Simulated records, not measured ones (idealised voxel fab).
A process module follows: voxel transistor to metal.
The figure presents cross-section cut, which has a width of 295 nm and is divided into square cells with an edge length of 5 nm.
A cross-section in this document is a grid of square cells, and it is written down as bands, the top band listed before the ones below it; a band is made up of one or more rows of cells.
Look at the band entry: it leads with the top's height and the bottom's height in nm. Then it lists the materials left to right, with a width in nm for each. The word "everywhere" on a single material says that material fills the band edge to edge. The word "air" is empty space.
Heights from 0 (as-received wafer is one material below). Bottom band endless downward, as "from 0 down".
It should be noted that a width expressed as "30..40" varies in equal increments from row to row of cells within the band, taking the value of the first number at the top row and that of the second number at the bottom row.
Any step labelled "no change occurred" changed none of the cells in the cross-section.
This entry, "closed voids", enumerates those empty regions of no fewer than 8 cells that possess no open connection to the top. Each region is reported in the form width x height at distance, the distance being taken from the left edge, with all three quantities expressed in nm.
Where a step's line continues beyond its settings, the continuation is a remark by the simulator itself on that step.
Steps that use a mask can have "overlay nm" on their line. It says how far the mask sat to the right of where it was meant to be. Negative means to the left.
Before/after cross-section pairs, one process step each; after shown to lowest changed band; step and settings beneath. Pairs may be from different runs of this module on the same starting wafer; a pair continues from the one above only where its "Prior to processing" entry says so.
[Prior to processing]
* from 105 to 90 = 30 nm lowk; 20 nm air; 115 nm lowk; 20 nm air; 110 nm lowk
* from 90 to 80 = 30 nm lowk; 15 nm air; 120 nm lowk; 15 nm air; 115 nm lowk
* from 80 to 75 = 30 nm SiCN; 15 nm air; 120 nm SiCN; 15 nm air; 115 nm SiCN
* from 75 to 55 = 25 nm lowk; 5 nm W; 20 nm Ru; 5 nm W; 45 nm lowk; 5 nm W; 20 nm Ru; 5 nm W; 30 nm lowk; 5 nm W; 20 nm Ru; 5 nm W; 45 nm lowk; 5 nm W; 20 nm Ru; 5 nm W; 30 nm lowk
* from 55 to 50 = 30 nm W; 20 nm TiN; 55 nm W; 20 nm TiN; 40 nm W; 20 nm TiN; 55 nm W; 20 nm TiN; 35 nm W
* from 50 to 40 = 30 nm SiO2; 5 nm TiN; 20 nm W; 5 nm TiN; 35 nm SiO2; 5 nm TiN; 20 nm W; 5 nm TiN; 40 nm SiO2; 5 nm TiN; 20 nm W; 5 nm TiN; 35 nm SiO2; 5 nm TiN; 20 nm W; 5 nm TiN; 35 nm SiO2
* from 40 to 35 = 30 nm SiO2; 5 nm TiN; 10 nm W; 15 nm TiN; 35 nm SiO2; 15 nm TiN; 10 nm W; 5 nm TiN; 40 nm SiO2; 5 nm TiN; 10 nm W; 15 nm TiN; 35 nm SiO2; 15 nm TiN; 10 nm W; 5 nm TiN; 35 nm SiO2
* from 35 to 25 = 30 nm SiO2; 5 nm TiN; 10 nm W; 5 nm TiN; 10 nm SiN; 5 nm SiO2; 25 nm SiCN; 5 nm SiO2; 10 nm SiN; 5 nm TiN; 10 nm W; 5 nm TiN; 40 nm SiO2; 5 nm TiN; 10 nm W; 5 nm TiN; 10 nm SiN; 5 nm SiO2; 25 nm SiCN; 5 nm SiO2; 10 nm SiN; 5 nm TiN; 10 nm W; 5 nm TiN; 35 nm SiO2
* from 25 to 15 = 30 nm SiO2; 5 nm TiN; 10 nm W; 5 nm TiN; 10 nm SiN; 5 nm SiO2; 25 nm polySi; 5 nm SiO2; 10 nm SiN; 5 nm TiN; 10 nm W; 5 nm TiN; 40 nm SiO2; 5 nm TiN; 10 nm W; 5 nm TiN; 10 nm SiN; 5 nm SiO2; 25 nm polySi; 5 nm SiO2; 10 nm SiN; 5 nm TiN; 10 nm W; 5 nm TiN; 35 nm SiO2
* from 15 to 10 = 30 nm SiO2; 20 nm TiN; 10 nm SiN; 5 nm SiO2; 25 nm polySi; 5 nm SiO2; 10 nm SiN; 20 nm TiN; 40 nm SiO2; 20 nm TiN; 10 nm SiN; 5 nm SiO2; 25 nm polySi; 5 nm SiO2; 10 nm SiN; 20 nm TiN; 35 nm SiO2
* from 10 to 0 = 30 nm SiO2; 5 nm TiN; 15 nm nSi; 10 nm SiN; 5 nm SiO2; 25 nm polySi; 5 nm SiO2; 10 nm SiN; 15 nm nSi; 5 nm TiN; 40 nm SiO2; 5 nm TiN; 15 nm nSi; 10 nm SiN; 5 nm SiO2; 25 nm polySi; 5 nm SiO2; 10 nm SiN; 15 nm nSi; 5 nm TiN; 35 nm SiO2
* from 0 to -5 = 30 nm SiO2; 5 nm TiN; 15 nm nSi; 55 nm SiO2; 15 nm nSi; 5 nm TiN; 40 nm SiO2; 5 nm TiN; 15 nm nSi; 55 nm SiO2; 15 nm nSi; 5 nm TiN; 35 nm SiO2
* from -5 to -20 = 30 nm SiO2; 20 nm nSi; 55 nm Si; 20 nm nSi; 40 nm SiO2; 20 nm nSi; 55 nm Si; 20 nm nSi; 35 nm SiO2
* from -20 to -35 = 30 nm SiO2; 95 nm Si; 40 nm SiO2; 95 nm Si; 35 nm SiO2
* from -35 down = Si everywhere
* closed voids: none
[Cross-Section After Step]
* from 110 to 105 = 35 nm TiN; 10 nm air; 125 nm TiN; 10 nm air; 115 nm TiN
* from 105 to 95 = 30 nm lowk; 5 nm TiN; 10 nm air; 5 nm TiN; 115 nm lowk; 5 nm TiN; 10 nm air; 5 nm TiN; 110 nm lowk
* from 95 to 90 = 30 nm lowk; 5 nm TiN; 5 nm air; 10 nm TiN; 115 nm lowk; 5 nm TiN; 5 nm air; 10 nm TiN; 110 nm lowk
* from 90 to 80 = 30 nm lowk; 5 nm TiN; 5 nm air; 5 nm TiN; 120 nm lowk; 5 nm TiN; 5 nm air; 5 nm TiN; 115 nm lowk
* from 80 to 75 = 30 nm SiCN; 15 nm TiN; 120 nm SiCN; 15 nm TiN; 115 nm SiCN
* Below 75 it's all the same as before, nothing changed down there.
* closed voids: none
Which step turns the before cross-section above into the after cross-section? CONFORMAL_DEP, material TiN, thk nm 5
Prior to processing: look at the pair above, its after cross-section is where this step starts.
[Cross-Section After Step]
* from 115 to 110 = Cu everywhere
* from 110 to 105 = 35 nm TiN; 10 nm Cu; 125 nm TiN; 10 nm Cu; 115 nm TiN
* from 105 to 95 = 30 nm lowk; 5 nm TiN; 10 nm Cu; 5 nm TiN; 115 nm lowk; 5 nm TiN; 10 nm Cu; 5 nm TiN; 110 nm lowk
* from 95 to 90 = 30 nm lowk; 5 nm TiN; 5 nm Cu; 10 nm TiN; 115 nm lowk; 5 nm TiN; 5 nm Cu; 10 nm TiN; 110 nm lowk
* from 90 to 80 = 30 nm lowk; 5 nm TiN; 5 nm Cu; 5 nm TiN; 120 nm lowk; 5 nm TiN; 5 nm Cu; 5 nm TiN; 115 nm lowk
* Below 80 it's all the same as before, nothing changed down there.
* closed voids: none
Which step turns the before cross-section above into the after cross-section? FILL_DEP, material Cu, thk nm 5
Prior to processing: look at the pair above, its after cross-section is where this step starts.
[Cross-Section After Step]
* from 105 to 95 = 30 nm lowk; 5 nm TiN; 10 nm Cu; 5 nm TiN; 115 nm lowk; 5 nm TiN; 10 nm Cu; 5 nm TiN; 110 nm lowk
* Below 95 it's all the same as before, nothing changed down there.
* closed voids: none
Which step turns the before cross-section above into the after cross-section? CMP, height nm 105
Prior to processing: look at the pair above, its after cross-section is where this step starts.
[Cross-Section After Step]
* from 110 to 105 = SiCN everywhere
* Below 105 it's all the same as before, nothing changed down there.
* closed voids: none
Which step turns the before cross-section above into the after cross-section? CONFORMAL_DEP, material SiCN, thk nm 5
[Prior to processing]
* from 20 to 5 = SiN everywhere
* from 5 to 0 = SiO2 everywhere
* from 0 down = Si everywhere
* closed voids: none
[Cross-Section After Step]
* from 35 to 20 = 25 nm resist; 105 nm air; 30 nm resist; 105 nm air; 30 nm resist
* Below 20 it's all the same as before, nothing changed down there.
* closed voids: none
Which step turns the before cross-section above into the after cross-section? PATTERN, tone open, mask id ACTIVE, material resist, width nm 105, pitch nm 135, thk nm 15, overlay nm 0
Prior to processing: look at the pair above, its after cross-section is where this step starts.
[Cross-Section After Step]
* from 35 to 20 = 25 nm resist; 105 nm air; 30 nm resist; 105 nm air; 30 nm resist
* from 20 to 5 = 25 nm SiN; 105 nm air; 30 nm SiN; 105 nm air; 30 nm SiN
* Below 5 it's all the same as before, nothing changed down there.
* closed voids: none
Which step turns the before cross-section above into the after cross-section? DIRECTIONAL_ETCH, etch materials SiN, depth nm 15
Prior to processing: look at the pair above, its after cross-section is where this step starts.
[Cross-Section After Step]
* from 35 to 20 = 25 nm resist; 105 nm air; 30 nm resist; 105 nm air; 30 nm resist
* from 20 to 5 = 25 nm SiN; 105 nm air; 30 nm SiN; 105 nm air; 30 nm SiN
* from 5 to 0 = 25 nm SiO2; 105 nm air; 30 nm SiO2; 105 nm air; 30 nm SiO2
* Below 0 it's all the same as before, nothing changed down there.
* closed voids: none
Which step turns the before cross-section above into the after cross-section? DIRECTIONAL_ETCH, etch materials SiO2, depth nm 5
Prior to processing: look at the pair above, its after cross-section is where this step starts.
[Cross-Section After Step]
* from 35 to 20 = 25 nm resist; 105 nm air; 30 nm resist; 105 nm air; 30 nm resist
* from 20 to 5 = 25 nm SiN; 105 nm air; 30 nm SiN; 105 nm air; 30 nm SiN
* from 5 to 0 = 25 nm SiO2; 105 nm air; 30 nm SiO2; 105 nm air; 30 nm SiO2
* from 0 to -30 = 25 nm Si; 105 nm air; 30 nm Si; 105 nm air; 30 nm Si
* Below -30 it's all the same as before, nothing changed down there.
* closed voids: none
Which step turns the before cross-section above into the after cross-section? DIRECTIONAL_ETCH, etch materials Si, depth nm 30
Prior to processing: look at the pair above, its after cross-section is where this step starts.
[Cross-Section After Step]
* from 20 to 5 = 25 nm SiN; 105 nm air; 30 nm SiN; 105 nm air; 30 nm SiN
* Below 5 it's all the same as before, nothing changed down there.
* closed voids: none
Which step turns the before cross-section above into the after cross-section? STRIP, etch materials resist
Prior to processing: look at the pair above, its after cross-section is where this step starts.
[Cross-Section After Step]
* from 20 to 5 = 25 nm SiN; 105 nm air; 30 nm SiN; 105 nm air; 30 nm SiN
* from 5 to 0 = 25 nm SiO2; 105 nm air; 30 nm SiO2; 105 nm air; 30 nm SiO2
* from 0 to -30 = 20 nm Si; 5 nm SiO2; 105 nm air; 5 nm SiO2; 20 nm Si; 5 nm SiO2; 105 nm air; 5 nm SiO2; 25 nm Si
* from -30 to -35 = 20 nm Si; 115 nm SiO2; 20 nm Si; 115 nm SiO2; 25 nm Si
* Below -35 it's all the same as before, nothing changed down there.
* closed voids: none
Which step turns the before cross-section above into the after cross-section? OXIDIZE, depth nm 5
Prior to processing: look at the pair above, its after cross-section is where this step starts.
[Cross-Section After Step]
* from 30 to 20 = SiO2 everywhere
* from 20 to 5 = 25 nm SiN; 105 nm SiO2; 30 nm SiN; 105 nm SiO2; 30 nm SiN
* from 5 to 0 = SiO2 everywhere
* from 0 to -35 = 20 nm Si; 115 nm SiO2; 20 nm Si; 115 nm SiO2; 25 nm Si
* Below -35 it's all the same as before, nothing changed down there.
* closed voids: none
Which step turns the before cross-section above into the after cross-section? FILL_DEP, material SiO2, thk nm 10
Prior to processing: look at the pair above, its after cross-section is where this step starts.
[Cross-Section After Step]
* from 20 to 5 = 25 nm SiN; 105 nm SiO2; 30 nm SiN; 105 nm SiO2; 30 nm SiN
* Below 5 it's all the same as before, nothing changed down there.
* closed voids: none
Which step turns the before cross-section above into the after cross-section? CMP, height nm 20
Prior to processing: look at the pair above, its after cross-section is where this step starts.
[Cross-Section After Step]
* from 20 to 5 = 25 nm SiN; 105 nm air; 30 nm SiN; 105 nm air; 30 nm SiN
* Below 5 it's all the same as before, nothing changed down there.
* closed voids: none
Which step turns the before cross-section above into the after cross-section? SELECTIVE_ETCH, etch materials SiO2, depth nm 15
Prior to processing: look at the pair above, its after cross-section is where this step starts.
[Cross-Section After Step]
* from 5 to 0 = SiO2 everywhere
* Below 0 it's all the same as before, nothing changed down there.
* closed voids: none
Which step turns the before cross-section above into the after cross-section? STRIP, etch materials SiN
Prior to processing: look at the pair above, its after cross-section is where this step starts.
[Cross-Section After Step]
* from 0 to -35 = 20 nm Si; 115 nm SiO2; 20 nm Si; 115 nm SiO2; 25 nm Si
* Below -35 it's all the same as before, nothing changed down there.
* closed voids: none
Which step turns the before cross-section above into the after cross-section? SELECTIVE_ETCH, etch materials SiO2, depth nm 5
Prior to processing: look at the pair above, its after cross-section is where this step starts.
[Cross-Section After Step]
* from 0 to -5 = SiO2 everywhere
* Below -5 it's all the same as before, nothing changed down there.
* closed voids: none
Which step turns the before cross-section above into the after cross-section? OXIDIZE, depth nm 5
Prior to processing: look at the pair above, its after cross-section is where this step starts.
[Cross-Section After Step]
* from 25 to 0 = polySi everywhere
* Below 0 it's all the same as before, nothing changed down there.
* closed voids: none
Which step turns the before cross-section above into the after cross-section? DIRECTIONAL_DEP, material polySi, thk nm 25
Prior to processing: look at the pair above, its after cross-section is where this step starts.
[Cross-Section After Step]
* from 35 to 25 = SiCN everywhere
* Below 25 it's all the same as before, nothing changed down there.
* closed voids: none
Which step turns the before cross-section above into the after cross-section? DIRECTIONAL_DEP, material SiCN, thk nm 10
Prior to processing: look at the pair above, its after cross-section is where this step starts.
[Cross-Section After Step]
* from 35 to 25 = 65 nm air; 25 nm SiCN; 110 nm air; 25 nm SiCN; 70 nm air
* Below 25 it's all the same as before, nothing changed down there.
* closed voids: none
Which step turns the before cross-section above into the after cross-section? MASKED_ETCH, tone cover, mask id GATE, width nm 25, pitch nm 135, etch materials SiCN, depth nm 20, overlay nm 0
Prior to processing: look at the pair above, its after cross-section is where this step starts.
[Cross-Section After Step]
* from 35 to 25 = 65 nm air; 25 nm SiCN; 110 nm air; 25 nm SiCN; 70 nm air
* from 25 to 0 = 65 nm air; 25 nm polySi; 110 nm air; 25 nm polySi; 70 nm air
* Below 0 it's all the same as before, nothing changed down there.
* closed voids: none
Which step turns the before cross-section above into the after cross-section? MASKED_ETCH, tone cover, mask id GATE, width nm 25, pitch nm 135, etch materials polySi, depth nm 35, overlay nm 0
Prior to processing: look at the pair above, its after cross-section is where this step starts.
[Cross-Section After Step]
* from 40 to 35 = 60 nm air; 35 nm SiO2; 100 nm air; 35 nm SiO2; 65 nm air
* from 35 to 25 = 60 nm air; 5 nm SiO2; 25 nm SiCN; 5 nm SiO2; 100 nm air; 5 nm SiO2; 25 nm SiCN; 5 nm SiO2; 65 nm air
* from 25 to 5 = 60 nm air; 5 nm SiO2; 25 nm polySi; 5 nm SiO2; 100 nm air; 5 nm SiO2; 25 nm polySi; 5 nm SiO2; 65 nm air
* from 5 to 0 = 65 nm SiO2; 25 nm polySi; 110 nm SiO2; 25 nm polySi; 70 nm SiO2
* Below 0 it's all the same as before, nothing changed down there.
* closed voids: none
Which step turns the before cross-section above into the after cross-section? CONFORMAL_DEP, material SiO2, thk nm 5
Prior to processing: look at the pair above, its after cross-section is where this step starts.
[Cross-Section After Step]
* from 35 to 25 = 60 nm air; 5 nm SiO2; 25 nm SiCN; 5 nm SiO2; 100 nm air; 5 nm SiO2; 25 nm SiCN; 5 nm SiO2; 65 nm air
* from 25 to 0 = 60 nm air; 5 nm SiO2; 25 nm polySi; 5 nm SiO2; 100 nm air; 5 nm SiO2; 25 nm polySi; 5 nm SiO2; 65 nm air
* Below 0 it's all the same as before, nothing changed down there.
* closed voids: none
Which step turns the before cross-section above into the after cross-section? DIRECTIONAL_ETCH, etch materials SiO2, depth nm 5
Prior to processing: look at the pair above, its after cross-section is where this step starts.
[Cross-Section After Step]
* from 45 to 35 = 50 nm air; 55 nm SiN; 80 nm air; 55 nm SiN; 55 nm air
* from 35 to 25 = 50 nm air; 10 nm SiN; 5 nm SiO2; 25 nm SiCN; 5 nm SiO2; 10 nm SiN; 80 nm air; 10 nm SiN; 5 nm SiO2; 25 nm SiCN; 5 nm SiO2; 10 nm SiN; 55 nm air
* from 25 to 10 = 50 nm air; 10 nm SiN; 5 nm SiO2; 25 nm polySi; 5 nm SiO2; 10 nm SiN; 80 nm air; 10 nm SiN; 5 nm SiO2; 25 nm polySi; 5 nm SiO2; 10 nm SiN; 55 nm air
* from 10 to 0 = 60 nm SiN; 5 nm SiO2; 25 nm polySi; 5 nm SiO2; 100 nm SiN; 5 nm SiO2; 25 nm polySi; 5 nm SiO2; 65 nm SiN
* Below 0 it's all the same as before, nothing changed down there.
* closed voids: none
Which step turns the before cross-section above into the after cross-section? CONFORMAL_DEP, material SiN, thk nm 10
Prior to processing: look at the pair above, its after cross-section is where this step starts.
[Cross-Section After Step]
* from 35 to 25 = 50 nm air; 10 nm SiN; 5 nm SiO2; 25 nm SiCN; 5 nm SiO2; 10 nm SiN; 80 nm air; 10 nm SiN; 5 nm SiO2; 25 nm SiCN; 5 nm SiO2; 10 nm SiN; 55 nm air
* from 25 to 0 = 50 nm air; 10 nm SiN; 5 nm SiO2; 25 nm polySi; 5 nm SiO2; 10 nm SiN; 80 nm air; 10 nm SiN; 5 nm SiO2; 25 nm polySi; 5 nm SiO2; 10 nm SiN; 55 nm air
* Below 0 it's all the same as before, nothing changed down there.
* closed voids: none
Which step turns the before cross-section above into the after cross-section? DIRECTIONAL_ETCH, etch materials SiN, depth nm 10
Prior to processing: look at the pair above, its after cross-section is where this step starts.
[Cross-Section After Step]
* from 35 to 30 = 50 nm air; 10 nm SiN; 5 nm air; 25 nm SiCN; 5 nm air; 10 nm SiN; 80 nm air; 10 nm SiN; 5 nm air; 25 nm SiCN; 5 nm air; 10 nm SiN; 55 nm air
* from 30 to 25 = 50 nm air; 10 nm SiN; 5 nm SiO2; 25 nm SiCN; 5 nm SiO2; 10 nm SiN; 80 nm air; 10 nm SiN; 5 nm SiO2; 25 nm SiCN; 5 nm SiO2; 10 nm SiN; 55 nm air
* from 25 to 0 = 50 nm air; 10 nm SiN; 5 nm SiO2; 25 nm polySi; 5 nm SiO2; 10 nm SiN; 80 nm air; 10 nm SiN; 5 nm SiO2; 25 nm polySi; 5 nm SiO2; 10 nm SiN; 55 nm air
* from 0 to -5 = 50 nm air; 55 nm SiO2; 80 nm air; 55 nm SiO2; 55 nm air
* Below -5 it's all the same as before, nothing changed down there.
* closed voids: none
Which step turns the before cross-section above into the after cross-section? DIRECTIONAL_ETCH, etch materials SiO2, depth nm 5
Prior to processing: look at the pair above, its after cross-section is where this step starts.
[Cross-Section After Step]
* from 35 to 30 = 50 nm air; 10 nm SiN; 5 nm air; 25 nm SiCN; 5 nm air; 10 nm SiN; 80 nm air; 10 nm SiN; 5 nm air; 25 nm SiCN; 5 nm air; 10 nm SiN; 55 nm air
* from 30 to 25 = 50 nm air; 10 nm SiN; 5 nm SiO2; 25 nm SiCN; 5 nm SiO2; 10 nm SiN; 80 nm air; 10 nm SiN; 5 nm SiO2; 25 nm SiCN; 5 nm SiO2; 10 nm SiN; 55 nm air
* from 25 to 0 = 50 nm air; 10 nm SiN; 5 nm SiO2; 25 nm polySi; 5 nm SiO2; 10 nm SiN; 80 nm air; 10 nm SiN; 5 nm SiO2; 25 nm polySi; 5 nm SiO2; 10 nm SiN; 55 nm air
* from 0 to -5 = 50 nm air; 55 nm SiO2; 80 nm air; 55 nm SiO2; 55 nm air
* from -5 to -20 = 20 nm air; 115 nm SiO2; 20 nm air; 115 nm SiO2; 25 nm air
* Below -20 it's all the same as before, nothing changed down there.
* closed voids: none
Which step turns the before cross-section above into the after cross-section? DIRECTIONAL_ETCH, etch materials Si, depth nm 15
Prior to processing: look at the pair above, its after cross-section is where this step starts.
[Cross-Section After Step]
* from 35 to 30 = 50 nm air; 10 nm SiN; 5 nm air; 25 nm SiCN; 5 nm air; 10 nm SiN; 80 nm air; 10 nm SiN; 5 nm air; 25 nm SiCN; 5 nm air; 10 nm SiN; 55 nm air
* from 30 to 25 = 50 nm air; 10 nm SiN; 5 nm SiO2; 25 nm SiCN; 5 nm SiO2; 10 nm SiN; 80 nm air; 10 nm SiN; 5 nm SiO2; 25 nm SiCN; 5 nm SiO2; 10 nm SiN; 55 nm air
* from 25 to 0 = 50 nm air; 10 nm SiN; 5 nm SiO2; 25 nm polySi; 5 nm SiO2; 10 nm SiN; 80 nm air; 10 nm SiN; 5 nm SiO2; 25 nm polySi; 5 nm SiO2; 10 nm SiN; 55 nm air
* from 0 to -5 = 50 nm air; 55 nm SiO2; 80 nm air; 55 nm SiO2; 55 nm air
* from -5 to -20 = 20 nm nSi; 115 nm SiO2; 20 nm nSi; 115 nm SiO2; 25 nm nSi
* Below -20 it's all the same as before, nothing changed down there.
* closed voids: none
Which step turns the before cross-section above into the after cross-section? EPI, material nSi, thk nm 15
Prior to processing: look at the pair above, its after cross-section is where this step starts.
[Cross-Section After Step]
* from 45 to 35 = SiO2 everywhere
* from 35 to 25 = 50 nm SiO2; 10 nm SiN; 5 nm SiO2; 25 nm SiCN; 5 nm SiO2; 10 nm SiN; 80 nm SiO2; 10 nm SiN; 5 nm SiO2; 25 nm SiCN; 5 nm SiO2; 10 nm SiN; 55 nm SiO2
* from 25 to 0 = 50 nm SiO2; 10 nm SiN; 5 nm SiO2; 25 nm polySi; 5 nm SiO2; 10 nm SiN; 80 nm SiO2; 10 nm SiN; 5 nm SiO2; 25 nm polySi; 5 nm SiO2; 10 nm SiN; 55 nm SiO2
* from 0 to -5 = SiO2 everywhere
* Below -5 it's all the same as before, nothing changed down there.
* closed voids: none
Which step turns the before cross-section above into the after cross-section? FILL_DEP, material SiO2, thk nm 10
Prior to processing: look at the pair above, its after cross-section is where this step starts.
[Cross-Section After Step]
* from 35 to 25 = 50 nm SiO2; 10 nm SiN; 5 nm SiO2; 25 nm SiCN; 5 nm SiO2; 10 nm SiN; 80 nm SiO2; 10 nm SiN; 5 nm SiO2; 25 nm SiCN; 5 nm SiO2; 10 nm SiN; 55 nm SiO2
* Below 25 it's all the same as before, nothing changed down there.
* closed voids: none
Which step turns the before cross-section above into the after cross-section? CMP, height nm 35
Prior to processing: look at the pair above, its after cross-section is where this step starts.
[Cross-Section After Step]
* from 50 to 35 = SiO2 everywhere
* Below 35 it's all the same as before, nothing changed down there.
* closed voids: none
Which step turns the before cross-section above into the after cross-section? DIRECTIONAL_DEP, material SiO2, thk nm 15
Prior to processing: look at the pair above, its after cross-section is where this step starts.
[Cross-Section After Step]
* from 65 to 50 = aC everywhere
* Below 50 it's all the same as before, nothing changed down there.
* closed voids: none
Which step turns the before cross-section above into the after cross-section? DIRECTIONAL_DEP, material aC, thk nm 15
Prior to processing: look at the pair above, its after cross-section is where this step starts.
[Cross-Section After Step]
* from 95 to 65 = 30 nm resist; 30 nm air; 35 nm resist; 30 nm air; 40 nm resist; 30 nm air; 35 nm resist; 30 nm air; 35 nm resist
* Below 65 it's all the same as before, nothing changed down there.
* closed voids: none
Which step turns the before cross-section above into the after cross-section? PATTERN, tone open, mask id CONTACT, material resist, width nm 30, thk nm 30, overlay nm 0
Prior to processing: look at the pair above, its after cross-section is where this step starts.
[Cross-Section After Step]
* from 80 to 65 = 30 nm resist; 30 nm air; 35 nm resist; 30 nm air; 40 nm resist; 30 nm air; 35 nm resist; 30 nm air; 35 nm resist
* from 65 to 50 = 30 nm aC; 30 nm air; 35 nm aC; 30 nm air; 40 nm aC; 30 nm air; 35 nm aC; 30 nm air; 35 nm aC
* Below 50 it's all the same as before, nothing changed down there.
* closed voids: none
Which step turns the before cross-section above into the after cross-section? DIRECTIONAL_ETCH, etch materials aC, depth nm 15
Prior to processing: look at the pair above, its after cross-section is where this step starts.
[Cross-Section After Step]
* from 65 to 50 = 30 nm aC; 30 nm air; 35 nm aC; 30 nm air; 40 nm aC; 30 nm air; 35 nm aC; 30 nm air; 35 nm aC
* Below 50 it's all the same as before, nothing changed down there.
* closed voids: none
Which step turns the before cross-section above into the after cross-section? STRIP, etch materials resist
Prior to processing: look at the pair above, its after cross-section is where this step starts.
[Cross-Section After Step]
* from 65 to 50 = 30 nm aC; 30 nm air; 35 nm aC; 30 nm air; 40 nm aC; 30 nm air; 35 nm aC; 30 nm air; 35 nm aC
* from 50 to 35 = 30 nm SiO2; 30 nm air; 35 nm SiO2; 30 nm air; 40 nm SiO2; 30 nm air; 35 nm SiO2; 30 nm air; 35 nm SiO2
* from 35 to 25 = 30 nm SiO2; 20 nm air; 10 nm SiN; 5 nm SiO2; 25 nm SiCN; 5 nm SiO2; 10 nm SiN; 20 nm air; 40 nm SiO2; 20 nm air; 10 nm SiN; 5 nm SiO2; 25 nm SiCN; 5 nm SiO2; 10 nm SiN; 20 nm air; 35 nm SiO2
* from 25 to 0 = 30 nm SiO2; 20 nm air; 10 nm SiN; 5 nm SiO2; 25 nm polySi; 5 nm SiO2; 10 nm SiN; 20 nm air; 40 nm SiO2; 20 nm air; 10 nm SiN; 5 nm SiO2; 25 nm polySi; 5 nm SiO2; 10 nm SiN; 20 nm air; 35 nm SiO2
* from 0 to -5 = 30 nm SiO2; 20 nm air; 55 nm SiO2; 20 nm air; 40 nm SiO2; 20 nm air; 55 nm SiO2; 20 nm air; 35 nm SiO2
* Below -5 it's all the same as before, nothing changed down there.
* closed voids: none
Which step turns the before cross-section above into the after cross-section? DIRECTIONAL_ETCH, etch materials SiO2, depth nm 55
Prior to processing: look at the pair above, its after cross-section is where this step starts.
[Cross-Section After Step]
* from 50 to 35 = 30 nm SiO2; 30 nm air; 35 nm SiO2; 30 nm air; 40 nm SiO2; 30 nm air; 35 nm SiO2; 30 nm air; 35 nm SiO2
* Below 35 it's all the same as before, nothing changed down there.
* closed voids: none
Which step turns the before cross-section above into the after cross-section? STRIP, etch materials aC
Prior to processing: look at the pair above, its after cross-section is where this step starts.
[Cross-Section After Step]
* from 55 to 50 = 35 nm TiN; 20 nm air; 45 nm TiN; 20 nm air; 50 nm TiN; 20 nm air; 45 nm TiN; 20 nm air; 40 nm TiN
* from 50 to 40 = 30 nm SiO2; 5 nm TiN; 20 nm air; 5 nm TiN; 35 nm SiO2; 5 nm TiN; 20 nm air; 5 nm TiN; 40 nm SiO2; 5 nm TiN; 20 nm air; 5 nm TiN; 35 nm SiO2; 5 nm TiN; 20 nm air; 5 nm TiN; 35 nm SiO2
* from 40 to 35 = 30 nm SiO2; 5 nm TiN; 10 nm air; 15 nm TiN; 35 nm SiO2; 15 nm TiN; 10 nm air; 5 nm TiN; 40 nm SiO2; 5 nm TiN; 10 nm air; 15 nm TiN; 35 nm SiO2; 15 nm TiN; 10 nm air; 5 nm TiN; 35 nm SiO2
* from 35 to 25 = 30 nm SiO2; 5 nm TiN; 10 nm air; 5 nm TiN; 10 nm SiN; 5 nm SiO2; 25 nm SiCN; 5 nm SiO2; 10 nm SiN; 5 nm TiN; 10 nm air; 5 nm TiN; 40 nm SiO2; 5 nm TiN; 10 nm air; 5 nm TiN; 10 nm SiN; 5 nm SiO2; 25 nm SiCN; 5 nm SiO2; 10 nm SiN; 5 nm TiN; 10 nm air; 5 nm TiN; 35 nm SiO2
* from 25 to 0 = 30 nm SiO2; 5 nm TiN; 10 nm air; 5 nm TiN; 10 nm SiN; 5 nm SiO2; 25 nm polySi; 5 nm SiO2; 10 nm SiN; 5 nm TiN; 10 nm air; 5 nm TiN; 40 nm SiO2; 5 nm TiN; 10 nm air; 5 nm TiN; 10 nm SiN; 5 nm SiO2; 25 nm polySi; 5 nm SiO2; 10 nm SiN; 5 nm TiN; 10 nm air; 5 nm TiN; 35 nm SiO2
* from 0 to -5 = 30 nm SiO2; 20 nm TiN; 55 nm SiO2; 20 nm TiN; 40 nm SiO2; 20 nm TiN; 55 nm SiO2; 20 nm TiN; 35 nm SiO2
* Below -5 it's all the same as before, nothing changed down there.
* closed voids: none
Which step turns the before cross-section above into the after cross-section? CONFORMAL_DEP, material TiN, thk nm 5
Prior to processing: look at the pair above, its after cross-section is where this step starts.
[Cross-Section After Step]
* from 60 to 55 = W everywhere
* from 55 to 50 = 35 nm TiN; 20 nm W; 45 nm TiN; 20 nm W; 50 nm TiN; 20 nm W; 45 nm TiN; 20 nm W; 40 nm TiN
* from 50 to 40 = 30 nm SiO2; 5 nm TiN; 20 nm W; 5 nm TiN; 35 nm SiO2; 5 nm TiN; 20 nm W; 5 nm TiN; 40 nm SiO2; 5 nm TiN; 20 nm W; 5 nm TiN; 35 nm SiO2; 5 nm TiN; 20 nm W; 5 nm TiN; 35 nm SiO2
* from 40 to 35 = 30 nm SiO2; 5 nm TiN; 10 nm W; 15 nm TiN; 35 nm SiO2; 15 nm TiN; 10 nm W; 5 nm TiN; 40 nm SiO2; 5 nm TiN; 10 nm W; 15 nm TiN; 35 nm SiO2; 15 nm TiN; 10 nm W; 5 nm TiN; 35 nm SiO2
* from 35 to 25 = 30 nm SiO2; 5 nm TiN; 10 nm W; 5 nm TiN; 10 nm SiN; 5 nm SiO2; 25 nm SiCN; 5 nm SiO2; 10 nm SiN; 5 nm TiN; 10 nm W; 5 nm TiN; 40 nm SiO2; 5 nm TiN; 10 nm W; 5 nm TiN; 10 nm SiN; 5 nm SiO2; 25 nm SiCN; 5 nm SiO2; 10 nm SiN; 5 nm TiN; 10 nm W; 5 nm TiN; 35 nm SiO2
* from 25 to 0 = 30 nm SiO2; 5 nm TiN; 10 nm W; 5 nm TiN; 10 nm SiN; 5 nm SiO2; 25 nm polySi; 5 nm SiO2; 10 nm SiN; 5 nm TiN; 10 nm W; 5 nm TiN; 40 nm SiO2; 5 nm TiN; 10 nm W; 5 nm TiN; 10 nm SiN; 5 nm SiO2; 25 nm polySi; 5 nm SiO2; 10 nm SiN; 5 nm TiN; 10 nm W; 5 nm TiN; 35 nm SiO2
* Below 0 it's all the same as before, nothing changed down there.
* closed voids: none
Which step turns the before cross-section above into the after cross-section? FILL_DEP, material W, thk nm 5
Prior to processing: look at the pair above, its after cross-section is where this step starts.
[Cross-Section After Step]
* from 50 to 40 = 30 nm SiO2; 5 nm TiN; 20 nm W; 5 nm TiN; 35 nm SiO2; 5 nm TiN; 20 nm W; 5 nm TiN; 40 nm SiO2; 5 nm TiN; 20 nm W; 5 nm TiN; 35 nm SiO2; 5 nm TiN; 20 nm W; 5 nm TiN; 35 nm SiO2
* Below 40 it's all the same as before, nothing changed down there.
* closed voids: none
Which step turns the before cross-section above into the after cross-section? CMP, height nm 50
Prior to processing: look at the pair above, its after cross-section is where this step starts.
[Cross-Section After Step]
* from 55 to 50 = TiN everywhere
* Below 50 it's all the same as before, nothing changed down there.
* closed voids: none
Which step turns the before cross-section above into the after cross-section? DIRECTIONAL_DEP, material TiN, thk nm 5
